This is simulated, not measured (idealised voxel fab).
Process module under the name voxel transistor to metal
The cross-section shown here is cut; it is 175 nm wide and divided into square cells measuring 5 nm on a side.
Heads up, the way a cross-section reads in here is a grid of square cells, handed over as bands from the top down, with every band being one or more rows of cells. Each band's line starts with the height of the band's top and of its bottom, in nm. Then come its materials from left to right, each with its width in nm. One material with "throughout" fills the band from edge to edge. "air" is empty space. All heights in this document are referenced to 0, defined as the level beneath which the wafer, as received, consists entirely of one material. The lowest band is not bounded below; it extends indefinitely downward and is written in the form "0 -> down". Per-row width for "30 to 40": begins at first number (top row of band), ends at second number (bottom row), increment between rows held constant. "left unchanged" for a step: no cell of the cross-section changed in that step. "Fully sealed voids": empty spaces of 8 cells or more with no open way to the top, each given as width x height at distance, distance from the left edge, all in nm. On each step's line, the part that comes after the settings is the simulator's own comment on the step. On any step carrying a mask, the "overlay nm" setting, if present on the step's line, tells how far right of its planned place the mask lay; negative values point to the left.

-- The steps planned for the process are as follows
1: RECEIVE (material Si)
2: OXIDIZE (depth nm 5)
3: CONFORMAL_DEP (material SiN; thk nm 15)
4: PATTERN (tone cover; mask id ACTIVE; material resist; width nm 105; thk nm 15; overlay nm 0)
5: DIRECTIONAL_ETCH (etch materials SiN; depth nm 15)
6: DIRECTIONAL_ETCH (etch materials SiO2; depth nm 5)
7: DIRECTIONAL_ETCH (etch materials Si; depth nm 30)
8: STRIP (etch materials resist)
9: OXIDIZE (depth nm 5)
10: FILL_DEP (material SiO2; thk nm 15)
11: CMP (height nm 15)
12: SELECTIVE_ETCH (etch materials SiO2; depth nm 5)
13: STRIP (etch materials SiN)
14: SELECTIVE_ETCH (etch materials SiO2; depth nm 5)
15: OXIDIZE (depth nm 5)
16: DIRECTIONAL_DEP (material polySi; thk nm 30)
17: DIRECTIONAL_DEP (material SiCN; thk nm 10)
18: DIRECTIONAL_DEP (material aC; thk nm 10)
19: PATTERN (tone cover; mask id GATE; material resist; width nm 25; thk nm 30; overlay nm 0)
20: DIRECTIONAL_ETCH (etch materials aC; depth nm 10)
21: STRIP (etch materials resist)
22: DIRECTIONAL_ETCH (etch materials SiCN; depth nm 20)
23: DIRECTIONAL_ETCH (etch materials polySi; depth nm 40)
24: STRIP (etch materials aC)
25: CONFORMAL_DEP (material SiN; thk nm 10)
26: DIRECTIONAL_ETCH (etch materials SiN; depth nm 10)
27: DIRECTIONAL_ETCH (etch materials SiO2; depth nm 5)
28: DIRECTIONAL_ETCH (etch materials Si; depth nm 10)
29: EPI (material SiGe; thk nm 10)
30: FILL_DEP (material SiO2; thk nm 10)
31: CMP (height nm 25)
32: STRIP (etch materials polySi)
33: SELECTIVE_ETCH (etch materials SiO2; depth nm 5)
34: CONFORMAL_DEP (material HfO2; thk nm 5)
35: CONFORMAL_DEP (material TiN; thk nm 5)
36: FILL_DEP (material W; thk nm 5)
37: CMP (height nm 20)
38: DIRECTIONAL_DEP (material SiO2; thk nm 15)
39: MASKED_ETCH (tone open; mask id CONTACT; width nm 20; pitch nm 75; etch materials SiO2; depth nm 45; overlay nm 0)
40: CONFORMAL_DEP (material TiN; thk nm 5)
41: FILL_DEP (material Ru; thk nm 5)
42: CMP (height nm 35)
43: DIRECTIONAL_DEP (material TiN; thk nm 5)
44: DIRECTIONAL_DEP (material W; thk nm 25)
45: DIRECTIONAL_DEP (material aC; thk nm 15)
46: PATTERN (tone cover; mask id METAL_1; material resist; width nm 20; pitch nm 75; thk nm 35; overlay nm 0)
47: DIRECTIONAL_ETCH (etch materials aC; depth nm 15)
48: STRIP (etch materials resist)
49: DIRECTIONAL_ETCH (etch materials W; depth nm 25)
50: DIRECTIONAL_ETCH (etch materials TiN; depth nm 5)
51: STRIP (etch materials aC)
52: FILL_DEP (material SiO2; thk nm 5)
53: CMP (height nm 65)
54: CONFORMAL_DEP (material SiCN; thk nm 5)
55: DIRECTIONAL_DEP (material lowk; thk nm 30)
56: DIRECTIONAL_DEP (material aC; thk nm 5)
57: PATTERN (tone open; mask id METAL_2; material resist; width nm 20; pitch nm 75; thk nm 30; overlay nm 0)
58: DIRECTIONAL_ETCH (etch materials aC; depth nm 15)
59: STRIP (etch materials resist)
60: DIRECTIONAL_ETCH (etch materials lowk; depth nm 15)
61: STRIP (etch materials aC)
62: DIRECTIONAL_DEP (material aC; thk nm 15)
63: PATTERN (tone open; mask id METAL_2_HOLES; material resist; width nm 15; pitch nm 75; thk nm 30; overlay nm 0)
64: DIRECTIONAL_ETCH (etch materials aC; depth nm 15)
65: STRIP (etch materials resist)
66: DIRECTIONAL_ETCH (etch materials lowk; depth nm 15)
67: DIRECTIONAL_ETCH (etch materials SiCN; depth nm 5)
68: STRIP (etch materials aC)
69: CONFORMAL_DEP (material TiN; thk nm 5)
70: FILL_DEP (material Cu; thk nm 5)
71: CMP (height nm 100)
72: CONFORMAL_DEP (material SiN; thk nm 5)
varied across the wafers: thk nm of step 56. The plan shows the first wafer's value. All wafers start alike

-- As-received cross-section, first of several wafers, post step 1
	0 -> down: Si throughout
	Fully sealed voids: none

-- Module finished, last step 72 done: cross-section of the first of several wafers
	105 -> 100: SiN throughout
	100 -> 90: lowk: 40; TiN: 5; Cu: 10; TiN: 5; lowk: 55; TiN: 5; Cu: 10; TiN: 5; lowk: 40
	90 -> 85: lowk: 40; TiN: 5; Cu: 5; TiN: 10; lowk: 55; TiN: 5; Cu: 5; TiN: 10; lowk: 40
	85 -> 70: lowk: 40; TiN: 5; Cu: 5; TiN: 5; lowk: 60; TiN: 5; Cu: 5; TiN: 5; lowk: 45
	70 -> 65: SiCN: 40; TiN: 15; SiCN: 60; TiN: 15; SiCN: 45
	65 -> 40: SiO2: 40; W: 20; SiO2: 55; W: 20; SiO2: 40
	40 -> 35: SiO2: 40; TiN: 20; SiO2: 55; TiN: 20; SiO2: 40
	35 -> 20: SiO2: 40; TiN: 5; Ru: 10; TiN: 5; SiO2: 55; TiN: 5; Ru: 10; TiN: 5; SiO2: 40
	20 -> 5: SiO2: 40; TiN: 5; Ru: 10; TiN: 5; SiO2: 5; SiN: 10; HfO2: 5; TiN: 5; W: 5; TiN: 5; HfO2: 5; SiN: 10; SiO2: 5; TiN: 5; Ru: 10; TiN: 5; SiO2: 40
	5 -> 0: SiO2: 30; SiN: 10; TiN: 5; Ru: 5; TiN: 10; SiO2: 5; SiN: 10; HfO2: 5; TiN: 5; W: 5; TiN: 5; HfO2: 5; SiN: 10; SiO2: 5; TiN: 10; Ru: 5; TiN: 5; SiN: 10; SiO2: 30
	0 -> -5: SiO2: 30; SiN: 10; TiN: 5; Ru: 5; TiN: 5; SiGe: 10; SiN: 10; HfO2: 5; TiN: 15; HfO2: 5; SiN: 10; SiGe: 10; TiN: 5; Ru: 5; TiN: 5; SiN: 10; SiO2: 30
	-5 -> -10: SiO2: 40; TiN: 15; SiGe: 10; SiO2: 5; HfO2: 35; SiO2: 5; SiGe: 10; TiN: 15; SiO2: 40
	-10 -> -20: SiO2: 40; SiGe: 25; Si: 45; SiGe: 25; SiO2: 40
	-20 -> -40: SiO2: 40; Si: 95; SiO2: 40
	-40 -> down: Si throughout
	Fully sealed voids: none

-- The last wafer as seen in cross-section at the end of the module
	105 -> 100: SiN throughout
	100 -> 90: lowk: 40; TiN: 5; Cu: 5; TiN: 5; lowk: 60; TiN: 5; Cu: 5; TiN: 5; lowk: 45
	90 -> 85: lowk: 40; TiN: 15; lowk: 60; TiN: 15; lowk: 45
	85 -> 70: lowk throughout
	70 -> 65: SiCN throughout
	65 -> 40: SiO2: 40; W: 20; SiO2: 55; W: 20; SiO2: 40
	40 -> 35: SiO2: 40; TiN: 20; SiO2: 55; TiN: 20; SiO2: 40
	35 -> 20: SiO2: 40; TiN: 5; Ru: 10; TiN: 5; SiO2: 55; TiN: 5; Ru: 10; TiN: 5; SiO2: 40
	20 -> 5: SiO2: 40; TiN: 5; Ru: 10; TiN: 5; SiO2: 5; SiN: 10; HfO2: 5; TiN: 5; W: 5; TiN: 5; HfO2: 5; SiN: 10; SiO2: 5; TiN: 5; Ru: 10; TiN: 5; SiO2: 40
	5 -> 0: SiO2: 30; SiN: 10; TiN: 5; Ru: 5; TiN: 10; SiO2: 5; SiN: 10; HfO2: 5; TiN: 5; W: 5; TiN: 5; HfO2: 5; SiN: 10; SiO2: 5; TiN: 10; Ru: 5; TiN: 5; SiN: 10; SiO2: 30
	0 -> -5: SiO2: 30; SiN: 10; TiN: 5; Ru: 5; TiN: 5; SiGe: 10; SiN: 10; HfO2: 5; TiN: 15; HfO2: 5; SiN: 10; SiGe: 10; TiN: 5; Ru: 5; TiN: 5; SiN: 10; SiO2: 30
	-5 -> -10: SiO2: 40; TiN: 15; SiGe: 10; SiO2: 5; HfO2: 35; SiO2: 5; SiGe: 10; TiN: 15; SiO2: 40
	-10 -> -20: SiO2: 40; SiGe: 25; Si: 45; SiGe: 25; SiO2: 40
	-20 -> -40: SiO2: 40; Si: 95; SiO2: 40
	-40 -> down: Si throughout
	Fully sealed voids: none

-- Per wafer (row), end of module: delta in cells per material since receipt, (+) for gained, (-) for lost; closed voids after that
thk nm 5, +16 Cu, +17 HfO2, +28 Ru, -186 Si, +29 SiCN, +28 SiGe, +63 SiN, +437 SiO2, +91 TiN, +44 W, +168 lowk, Fully sealed voids: none
thk nm 10, +16 Cu, +17 HfO2, +28 Ru, -186 Si, +29 SiCN, +28 SiGe, +63 SiN, +437 SiO2, +91 TiN, +44 W, +168 lowk, Fully sealed voids: none
thk nm 15, +16 Cu, +17 HfO2, +28 Ru, -186 Si, +29 SiCN, +28 SiGe, +63 SiN, +437 SiO2, +91 TiN, +44 W, +168 lowk, Fully sealed voids: none
thk nm 20, +4 Cu, +17 HfO2, +28 Ru, -186 Si, +35 SiCN, +28 SiGe, +63 SiN, +437 SiO2, +73 TiN, +44 W, +192 lowk, Fully sealed voids: none
thk nm 25, +4 Cu, +17 HfO2, +28 Ru, -186 Si, +35 SiCN, +28 SiGe, +63 SiN, +437 SiO2, +73 TiN, +44 W, +192 lowk, Fully sealed voids: none
thk nm 30, +4 Cu, +17 HfO2, +28 Ru, -186 Si, +35 SiCN, +28 SiGe, +63 SiN, +437 SiO2, +73 TiN, +44 W, +192 lowk, Fully sealed voids: none
